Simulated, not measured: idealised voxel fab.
process module | voxel fin reveal
Xsec cut, 275 nm wide, square cell size 5 nm.
In this document a cross-section is written as a grid of square cells. It is given as a series of bands, listed from the top down, and a band is one or more rows of cells. A band entry consists of two parts. The first gives the height of the band's top and the height of its bottom, in nm. The rest lists the band's materials from left to right, each with its width in nm. A single material labelled with the word "all across" fills the band from edge to edge, and the word "blank" marks empty space. Heights from 0 (as-received wafer is one material below). Bottom band endless downward, as "0 down". The two numbers in a width such as "30->40" mark its ends across the band: the first belongs to the top row of cells, the second to the bottom row, and from each row to the next the width moves by the same amount. "no alterations made" after a step means that no cell of the cross-section changed. "Unvented internal voids" specifies each empty space that is not open to the top and that occupies no fewer than 8 cells, using the form width x height at distance, the distance measured from the left edge and all three quantities in nm. Anything after a step's settings on that line? It's the simulator's own note about the step. If you see "overlay nm" on a step's line and that step has a mask, it's telling you how far right of where it was planned the mask ended up; a negative number means it went left instead.

Steps in the process plan
| 1 | RECEIVE with material Si |
| 2 | CONFORMAL_DEP with material SiN, thk nm 5 |
| 3 | PATTERN with tone cover, mask id FINS, material resist, width nm 15, pitch nm 35, thk nm 20, overlay nm 0 |
| 4 | DIRECTIONAL_ETCH with etch materials SiN, depth nm 5 |
| 5 | DIRECTIONAL_ETCH with etch materials Si, depth nm 30 |
| 6 | STRIP with etch materials resist |
| 7 | FILL_DEP with material SiO2, thk nm 5 |
| 8 | CMP with height nm 5 |
| 9 | SELECTIVE_ETCH with etch materials SiO2, depth nm 15 |
| 10 | STRIP with etch materials SiN |

Wafer cross-section on receipt, i.e. after step 1
* 0 down: Si all across
* Unvented internal voids: none

Module complete, cross-section. Starting point and plan per above. One mistake made in running the module
* 0 to -10: blank 95 | Si 15 | blank 20 | Si 15 | blank 20 | Si 15 | blank 95
* -10 to -60: SiO2 95 | Si 15 | SiO2 20 | Si 15 | SiO2 20 | Si 15 | SiO2 95
* -60 down: Si all across
* Unvented internal voids: none
Which mistake was made when the wafer was run? twice over, step 5 of the plan was run
